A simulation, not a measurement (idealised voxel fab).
Presented below is a process module, voxel capacitor over wiring.
The cross-section shown here is cut; it is 175 nm wide and divided into square cells measuring 5 nm on a side.
When this document writes out a cross-section, it uses a grid of square cells and lists it as bands, beginning at the top and moving down, with a band standing for one or more rows of cells. Within each band entry, the heights of the top and of the bottom of the band appear first, in that order and in nm; the materials of the band then follow from left to right, each with its corresponding width in nm. The designation "full width" on a single material indicates that it fills the band from edge to edge; the designation "air" indicates empty space. The level at which height equals 0 is the one under which the wafer, as it arrives, is entirely one material. No lower edge exists for the bottom band, which continues downward and is notated as in "0..down". The two numbers in a width such as "30->40" mark its ends across the band: the first belongs to the top row of cells, the second to the bottom row, and from each row to the next the width moves by the same amount. Where a step carries "no modification", the cross-section came out of it unchanged, cell for cell. Enclosed voids (no open way to top), threshold 8 cells or more, entry "Enclosed void entries", notation width x height at distance, distance from left edge, nm. On each step's line, the part that comes after the settings is the simulator's own comment on the step. You can add "overlay nm" to a step's line. For a step with a mask, it describes how far the mask lay to the right of its planned position, and a negative number describes a lay to the left.
THIS SECTION LISTS THE PROCESS STEPS THAT WERE PLANNED
1) RECEIVE [material Si]
2) CONFORMAL_DEP [material SiO2] [thk nm 10]
3) CONFORMAL_DEP [material SiN] [thk nm 5]
4) DIRECTIONAL_DEP [material lowk] [thk nm 25]
5) MASKED_ETCH [tone open] [mask id METAL_1] [width nm 20] [pitch nm 75] [etch materials lowk] [depth nm 25] [overlay nm 0]
6) MASKED_ETCH [tone open] [mask id METAL_1] [width nm 20] [pitch nm 75] [etch materials SiN] [depth nm 5] [overlay nm 0]
7) CONFORMAL_DEP [material TiN] [thk nm 5]
8) FILL_DEP [material Cu] [thk nm 10]
9) CMP [height nm 40]
10) EPI [material Ru] [thk nm 5]
11) FILL_DEP [material SiCN] [thk nm 5]
12) DIRECTIONAL_DEP [material lowk] [thk nm 20]
13) PATTERN [tone open] [mask id PLUG_1] [material resist] [width nm 15] [thk nm 15] [overlay nm 0]
14) DIRECTIONAL_ETCH [etch materials lowk] [depth nm 20]
15) DIRECTIONAL_ETCH [etch materials SiCN] [depth nm 5]
16) STRIP [etch materials resist]
17) CONFORMAL_DEP [material TiN] [thk nm 5]
18) FILL_DEP [material Cu] [thk nm 10]
19) CMP [height nm 70]
20) DIRECTIONAL_DEP [material TiN] [thk nm 10]
21) DIRECTIONAL_DEP [material SiN] [thk nm 5]
22) DIRECTIONAL_DEP [material TiN] [thk nm 10]
23) DIRECTIONAL_DEP [material aC] [thk nm 15]
24) PATTERN [tone cover] [mask id UPPER_PLATE] [material resist] [width nm 60] [thk nm 35] [overlay nm 0]
25) DIRECTIONAL_ETCH [etch materials aC] [depth nm 15]
26) STRIP [etch materials resist]
27) DIRECTIONAL_ETCH [etch materials TiN] [depth nm 10]
28) DIRECTIONAL_ETCH [etch materials SiN] [depth nm 5]
29) STRIP [etch materials aC]
30) DIRECTIONAL_DEP [material aC] [thk nm 15]
31) PATTERN [tone cover] [mask id LOWER_PLATE] [material resist] [width nm 70] [thk nm 30] [overlay nm 0]
32) DIRECTIONAL_ETCH [etch materials aC] [depth nm 15]
33) STRIP [etch materials resist]
34) DIRECTIONAL_ETCH [etch materials TiN] [depth nm 10]
35) STRIP [etch materials aC]
36) FILL_DEP [material SiO2] [thk nm 15]
37) CMP [height nm 105]
38) MASKED_ETCH [tone open] [mask id PLUG_2] [width nm 15] [etch materials SiO2] [depth nm 10] [overlay nm 0]
39) CONFORMAL_DEP [material TiN] [thk nm 5]
40) FILL_DEP [material Ru] [thk nm 5]
41) CMP [height nm 105]
42) CONFORMAL_DEP [material SiCN] [thk nm 5]
FIRST WAFER, AS PLANNED
HERE'S WHAT THE WAFER LOOKED LIKE IN CROSS-SECTION WHEN IT ARRIVED - THAT'S AFTER STEP 1
	0..down | Si full width
	Enclosed void entries: none
TAKE A LOOK AT THE WAFER'S CROSS-SECTION AFTER STEP 2
	10..0 | SiO2 full width
	For the remainder of the cross-section, below 0, there is no change.
TAKE A LOOK AT THE WAFER'S CROSS-SECTION AFTER STEP 3
	15..10 | SiN full width
	For the remainder of the cross-section, below 10, there is no change.
TAKE A LOOK AT THE WAFER'S CROSS-SECTION AFTER STEP 4
	40..15 | lowk full width
	For the remainder of the cross-section, below 15, there is no change.
TAKE A LOOK AT THE WAFER'S CROSS-SECTION AFTER STEP 5
	40..15 | 40 nm lowk | 20 nm air | 55 nm lowk | 20 nm air | 40 nm lowk
	For the remainder of the cross-section, below 15, there is no change.
TAKE A LOOK AT THE WAFER'S CROSS-SECTION AFTER STEP 6
	40..15 | 40 nm lowk | 20 nm air | 55 nm lowk | 20 nm air | 40 nm lowk
	15..10 | 40 nm SiN | 20 nm air | 55 nm SiN | 20 nm air | 40 nm SiN
	For the remainder of the cross-section, below 10, there is no change.
TAKE A LOOK AT THE WAFER'S CROSS-SECTION AFTER STEP 7
	45..40 | 45 nm TiN | 10 nm air | 65 nm TiN | 10 nm air | 45 nm TiN
	40..15 | 40 nm lowk | 5 nm TiN | 10 nm air | 5 nm TiN | 55 nm lowk | 5 nm TiN | 10 nm air | 5 nm TiN | 40 nm lowk
	15..10 | 40 nm SiN | 20 nm TiN | 55 nm SiN | 20 nm TiN | 40 nm SiN
	For the remainder of the cross-section, below 10, there is no change.
TAKE A LOOK AT THE WAFER'S CROSS-SECTION AFTER STEP 8
	55..45 | Cu full width
	45..40 | 45 nm TiN | 10 nm Cu | 65 nm TiN | 10 nm Cu | 45 nm TiN
	40..15 | 40 nm lowk | 5 nm TiN | 10 nm Cu | 5 nm TiN | 55 nm lowk | 5 nm TiN | 10 nm Cu | 5 nm TiN | 40 nm lowk
	For the remainder of the cross-section, below 15, there is no change.
TAKE A LOOK AT THE WAFER'S CROSS-SECTION AFTER STEP 9
	40..15 | 40 nm lowk | 5 nm TiN | 10 nm Cu | 5 nm TiN | 55 nm lowk | 5 nm TiN | 10 nm Cu | 5 nm TiN | 40 nm lowk
	For the remainder of the cross-section, below 15, there is no change.
TAKE A LOOK AT THE WAFER'S CROSS-SECTION AFTER STEP 10
	45..40 | 35 nm air | 30 nm Ru | 45 nm air | 30 nm Ru | 35 nm air
	For the remainder of the cross-section, below 40, there is no change.
TAKE A LOOK AT THE WAFER'S CROSS-SECTION AFTER STEP 11
	50..45 | SiCN full width
	45..40 | 35 nm SiCN | 30 nm Ru | 45 nm SiCN | 30 nm Ru | 35 nm SiCN
	For the remainder of the cross-section, below 40, there is no change.
TAKE A LOOK AT THE WAFER'S CROSS-SECTION AFTER STEP 12
	70..50 | lowk full width
	For the remainder of the cross-section, below 50, there is no change.
TAKE A LOOK AT THE WAFER'S CROSS-SECTION AFTER STEP 13
	85..70 | 45 nm resist | 15 nm air | 115 nm resist
	For the remainder of the cross-section, below 70, there is no change.
TAKE A LOOK AT THE WAFER'S CROSS-SECTION AFTER STEP 14
	85..70 | 45 nm resist | 15 nm air | 115 nm resist
	70..50 | 45 nm lowk | 15 nm air | 115 nm lowk
	For the remainder of the cross-section, below 50, there is no change.
TAKE A LOOK AT THE WAFER'S CROSS-SECTION AFTER STEP 15
	85..70 | 45 nm resist | 15 nm air | 115 nm resist
	70..50 | 45 nm lowk | 15 nm air | 115 nm lowk
	50..45 | 45 nm SiCN | 15 nm air | 115 nm SiCN
	For the remainder of the cross-section, below 45, there is no change.
TAKE A LOOK AT THE WAFER'S CROSS-SECTION AFTER STEP 16
	70..50 | 45 nm lowk | 15 nm air | 115 nm lowk
	For the remainder of the cross-section, below 50, there is no change.
TAKE A LOOK AT THE WAFER'S CROSS-SECTION AFTER STEP 17
	75..70 | 50 nm TiN | 5 nm air | 120 nm TiN
	70..50 | 45 nm lowk | 5 nm TiN | 5 nm air | 5 nm TiN | 115 nm lowk
	50..45 | 45 nm SiCN | 15 nm TiN | 115 nm SiCN
	For the remainder of the cross-section, below 45, there is no change.
TAKE A LOOK AT THE WAFER'S CROSS-SECTION AFTER STEP 18
	85..75 | Cu full width
	75..70 | 50 nm TiN | 5 nm Cu | 120 nm TiN
	70..50 | 45 nm lowk | 5 nm TiN | 5 nm Cu | 5 nm TiN | 115 nm lowk
	For the remainder of the cross-section, below 50, there is no change.
TAKE A LOOK AT THE WAFER'S CROSS-SECTION AFTER STEP 19
	70..50 | 45 nm lowk | 5 nm TiN | 5 nm Cu | 5 nm TiN | 115 nm lowk
	For the remainder of the cross-section, below 50, there is no change.
TAKE A LOOK AT THE WAFER'S CROSS-SECTION AFTER STEP 20
	80..70 | TiN full width
	For the remainder of the cross-section, below 70, there is no change.
TAKE A LOOK AT THE WAFER'S CROSS-SECTION AFTER STEP 21
	85..80 | SiN full width
	For the remainder of the cross-section, below 80, there is no change.
TAKE A LOOK AT THE WAFER'S CROSS-SECTION AFTER STEP 22
	95..85 | TiN full width
	For the remainder of the cross-section, below 85, there is no change.
TAKE A LOOK AT THE WAFER'S CROSS-SECTION AFTER STEP 23
	110..95 | aC full width
	For the remainder of the cross-section, below 95, there is no change.
TAKE A LOOK AT THE WAFER'S CROSS-SECTION AFTER STEP 24
	145..110 | 45 nm air | 60 nm resist | 70 nm air
	For the remainder of the cross-section, below 110, there is no change.
TAKE A LOOK AT THE WAFER'S CROSS-SECTION AFTER STEP 25
	130..110 | 45 nm air | 60 nm resist | 70 nm air
	110..95 | 45 nm air | 60 nm aC | 70 nm air
	For the remainder of the cross-section, below 95, there is no change.
TAKE A LOOK AT THE WAFER'S CROSS-SECTION AFTER STEP 26
	110..95 | 45 nm air | 60 nm aC | 70 nm air
	For the remainder of the cross-section, below 95, there is no change.
TAKE A LOOK AT THE WAFER'S CROSS-SECTION AFTER STEP 27
	110..95 | 45 nm air | 60 nm aC | 70 nm air
	95..85 | 45 nm air | 60 nm TiN | 70 nm air
	For the remainder of the cross-section, below 85, there is no change.
TAKE A LOOK AT THE WAFER'S CROSS-SECTION AFTER STEP 28
	110..95 | 45 nm air | 60 nm aC | 70 nm air
	95..85 | 45 nm air | 60 nm TiN | 70 nm air
	85..80 | 45 nm air | 60 nm SiN | 70 nm air
	For the remainder of the cross-section, below 80, there is no change.
TAKE A LOOK AT THE WAFER'S CROSS-SECTION AFTER STEP 29
	95..85 | 45 nm air | 60 nm TiN | 70 nm air
	For the remainder of the cross-section, below 85, there is no change.
TAKE A LOOK AT THE WAFER'S CROSS-SECTION AFTER STEP 30
	110..95 | 45 nm air | 60 nm aC | 70 nm air
	95..85 | 45 nm aC | 60 nm TiN | 70 nm aC
	85..80 | 45 nm aC | 60 nm SiN | 70 nm aC
	For the remainder of the cross-section, below 80, there is no change.
TAKE A LOOK AT THE WAFER'S CROSS-SECTION AFTER STEP 31
	140..110 | 40 nm air | 70 nm resist | 65 nm air
	110..95 | 40 nm air | 5 nm resist | 60 nm aC | 5 nm resist | 65 nm air
	For the remainder of the cross-section, below 95, there is no change.
TAKE A LOOK AT THE WAFER'S CROSS-SECTION AFTER STEP 32
	125..110 | 40 nm air | 70 nm resist | 65 nm air
	110..95 | 40 nm air | 5 nm resist | 60 nm aC | 5 nm resist | 65 nm air
	95..85 | 40 nm air | 5 nm aC | 60 nm TiN | 5 nm aC | 65 nm air
	85..80 | 40 nm air | 5 nm aC | 60 nm SiN | 5 nm aC | 65 nm air
	For the remainder of the cross-section, below 80, there is no change.
TAKE A LOOK AT THE WAFER'S CROSS-SECTION AFTER STEP 33
	110..95 | 45 nm air | 60 nm aC | 70 nm air
	For the remainder of the cross-section, below 95, there is no change.
TAKE A LOOK AT THE WAFER'S CROSS-SECTION AFTER STEP 34
	110..95 | 45 nm air | 60 nm aC | 70 nm air
	95..85 | 40 nm air | 5 nm aC | 60 nm TiN | 5 nm aC | 65 nm air
	85..80 | 40 nm air | 5 nm aC | 60 nm SiN | 5 nm aC | 65 nm air
	80..70 | 40 nm air | 70 nm TiN | 65 nm air
	For the remainder of the cross-section, below 70, there is no change.
TAKE A LOOK AT THE WAFER'S CROSS-SECTION AFTER STEP 35
	95..85 | 45 nm air | 60 nm TiN | 70 nm air
	85..80 | 45 nm air | 60 nm SiN | 70 nm air
	For the remainder of the cross-section, below 80, there is no change.
TAKE A LOOK AT THE WAFER'S CROSS-SECTION AFTER STEP 36
	110..95 | SiO2 full width
	95..85 | 45 nm SiO2 | 60 nm TiN | 70 nm SiO2
	85..80 | 45 nm SiO2 | 60 nm SiN | 70 nm SiO2
	80..70 | 40 nm SiO2 | 70 nm TiN | 65 nm SiO2
	For the remainder of the cross-section, below 70, there is no change.
TAKE A LOOK AT THE WAFER'S CROSS-SECTION AFTER STEP 37
	105..95 | SiO2 full width
	For the remainder of the cross-section, below 95, there is no change.
TAKE A LOOK AT THE WAFER'S CROSS-SECTION AFTER STEP 38
	105..95 | 55 nm SiO2 | 15 nm air | 105 nm SiO2
	For the remainder of the cross-section, below 95, there is no change.
TAKE A LOOK AT THE WAFER'S CROSS-SECTION AFTER STEP 39
	110..105 | 60 nm TiN | 5 nm air | 110 nm TiN
	105..100 | 55 nm SiO2 | 5 nm TiN | 5 nm air | 5 nm TiN | 105 nm SiO2
	100..95 | 55 nm SiO2 | 15 nm TiN | 105 nm SiO2
	For the remainder of the cross-section, below 95, there is no change.
TAKE A LOOK AT THE WAFER'S CROSS-SECTION AFTER STEP 40
	115..110 | Ru full width
	110..105 | 60 nm TiN | 5 nm Ru | 110 nm TiN
	105..100 | 55 nm SiO2 | 5 nm TiN | 5 nm Ru | 5 nm TiN | 105 nm SiO2
	For the remainder of the cross-section, below 100, there is no change.
TAKE A LOOK AT THE WAFER'S CROSS-SECTION AFTER STEP 41
	105..100 | 55 nm SiO2 | 5 nm TiN | 5 nm Ru | 5 nm TiN | 105 nm SiO2
	For the remainder of the cross-section, below 100, there is no change.
TAKE A LOOK AT THE WAFER'S CROSS-SECTION AFTER STEP 42
	110..105 | SiCN full width
	For the remainder of the cross-section, below 105, there is no change.
SECOND WAFER: SAME START AND SAME PLAN AS THE FIRST, ONE EXECUTION ERROR; IDENTICAL TO THE FIRST THROUGH STEP 18
X-section, second wafer, when step 19 was due to finish: no modification
X-SECTION, SECOND WAFER, WHEN STEP 20 WAS DUE TO FINISH
	95..85 | TiN full width
	For the remainder of the cross-section, below 85, there is no change.
X-SECTION, SECOND WAFER, WHEN STEP 21 WAS DUE TO FINISH
	100..95 | SiN full width
	For the remainder of the cross-section, below 95, there is no change.
X-SECTION, SECOND WAFER, WHEN STEP 22 WAS DUE TO FINISH
	110..100 | TiN full width
	For the remainder of the cross-section, below 100, there is no change.
X-SECTION, SECOND WAFER, WHEN STEP 23 WAS DUE TO FINISH
	125..110 | aC full width
	For the remainder of the cross-section, below 110, there is no change.
X-SECTION, SECOND WAFER, WHEN STEP 24 WAS DUE TO FINISH
	160..125 | 45 nm air | 60 nm resist | 70 nm air
	For the remainder of the cross-section, below 125, there is no change.
X-SECTION, SECOND WAFER, WHEN STEP 25 WAS DUE TO FINISH
	145..125 | 45 nm air | 60 nm resist | 70 nm air
	125..110 | 45 nm air | 60 nm aC | 70 nm air
	For the remainder of the cross-section, below 110, there is no change.
X-SECTION, SECOND WAFER, WHEN STEP 26 WAS DUE TO FINISH
	125..110 | 45 nm air | 60 nm aC | 70 nm air
	For the remainder of the cross-section, below 110, there is no change.
X-SECTION, SECOND WAFER, WHEN STEP 27 WAS DUE TO FINISH
	125..110 | 45 nm air | 60 nm aC | 70 nm air
	110..100 | 45 nm air | 60 nm TiN | 70 nm air
	For the remainder of the cross-section, below 100, there is no change.
X-SECTION, SECOND WAFER, WHEN STEP 28 WAS DUE TO FINISH
	125..110 | 45 nm air | 60 nm aC | 70 nm air
	110..100 | 45 nm air | 60 nm TiN | 70 nm air
	100..95 | 45 nm air | 60 nm SiN | 70 nm air
	For the remainder of the cross-section, below 95, there is no change.
X-SECTION, SECOND WAFER, WHEN STEP 29 WAS DUE TO FINISH
	110..100 | 45 nm air | 60 nm TiN | 70 nm air
	For the remainder of the cross-section, below 100, there is no change.
X-SECTION, SECOND WAFER, WHEN STEP 30 WAS DUE TO FINISH
	125..110 | 45 nm air | 60 nm aC | 70 nm air
	110..100 | 45 nm aC | 60 nm TiN | 70 nm aC
	100..95 | 45 nm aC | 60 nm SiN | 70 nm aC
	For the remainder of the cross-section, below 95, there is no change.
X-SECTION, SECOND WAFER, WHEN STEP 31 WAS DUE TO FINISH
	155..125 | 40 nm air | 70 nm resist | 65 nm air
	125..110 | 40 nm air | 5 nm resist | 60 nm aC | 5 nm resist | 65 nm air
	For the remainder of the cross-section, below 110, there is no change.
X-SECTION, SECOND WAFER, WHEN STEP 32 WAS DUE TO FINISH
	140..125 | 40 nm air | 70 nm resist | 65 nm air
	125..110 | 40 nm air | 5 nm resist | 60 nm aC | 5 nm resist | 65 nm air
	110..100 | 40 nm air | 5 nm aC | 60 nm TiN | 5 nm aC | 65 nm air
	100..95 | 40 nm air | 5 nm aC | 60 nm SiN | 5 nm aC | 65 nm air
	For the remainder of the cross-section, below 95, there is no change.
X-SECTION, SECOND WAFER, WHEN STEP 33 WAS DUE TO FINISH
	125..110 | 45 nm air | 60 nm aC | 70 nm air
	For the remainder of the cross-section, below 110, there is no change.
X-SECTION, SECOND WAFER, WHEN STEP 34 WAS DUE TO FINISH
	125..110 | 45 nm air | 60 nm aC | 70 nm air
	110..100 | 40 nm air | 5 nm aC | 60 nm TiN | 5 nm aC | 65 nm air
	100..95 | 40 nm air | 5 nm aC | 60 nm SiN | 5 nm aC | 65 nm air
	95..85 | 40 nm air | 70 nm TiN | 65 nm air
	For the remainder of the cross-section, below 85, there is no change.
X-SECTION, SECOND WAFER, WHEN STEP 35 WAS DUE TO FINISH
	110..100 | 45 nm air | 60 nm TiN | 70 nm air
	100..95 | 45 nm air | 60 nm SiN | 70 nm air
	For the remainder of the cross-section, below 95, there is no change.
X-SECTION, SECOND WAFER, WHEN STEP 36 WAS DUE TO FINISH
	125..110 | SiO2 full width
	110..100 | 45 nm SiO2 | 60 nm TiN | 70 nm SiO2
	100..95 | 45 nm SiO2 | 60 nm SiN | 70 nm SiO2
	95..85 | 40 nm SiO2 | 70 nm TiN | 65 nm SiO2
	For the remainder of the cross-section, below 85, there is no change.
X-SECTION, SECOND WAFER, WHEN STEP 37 WAS DUE TO FINISH
	105..100 | 45 nm SiO2 | 60 nm TiN | 70 nm SiO2
	For the remainder of the cross-section, below 100, there is no change.
X-section, second wafer, when step 38 was due to finish: no modification
X-SECTION, SECOND WAFER, WHEN STEP 39 WAS DUE TO FINISH
	110..105 | TiN full width
	For the remainder of the cross-section, below 105, there is no change.
X-SECTION, SECOND WAFER, WHEN STEP 40 WAS DUE TO FINISH
	115..110 | Ru full width
	For the remainder of the cross-section, below 110, there is no change.
X-SECTION, SECOND WAFER, WHEN STEP 41 WAS DUE TO FINISH
	105..100 | 45 nm SiO2 | 60 nm TiN | 70 nm SiO2
	For the remainder of the cross-section, below 100, there is no change.
X-SECTION, SECOND WAFER, WHEN STEP 42 WAS DUE TO FINISH
	110..105 | SiCN full width
	For the remainder of the cross-section, below 105, there is no change.
So what did we get wrong on this run? plan step 19: skipped, not run
Upon completion, the second wafer contains, in terms of cells, a greater or smaller amount of certain materials than the first wafer: Cu +71; Ru -1; SiO2 -87; TiN +17
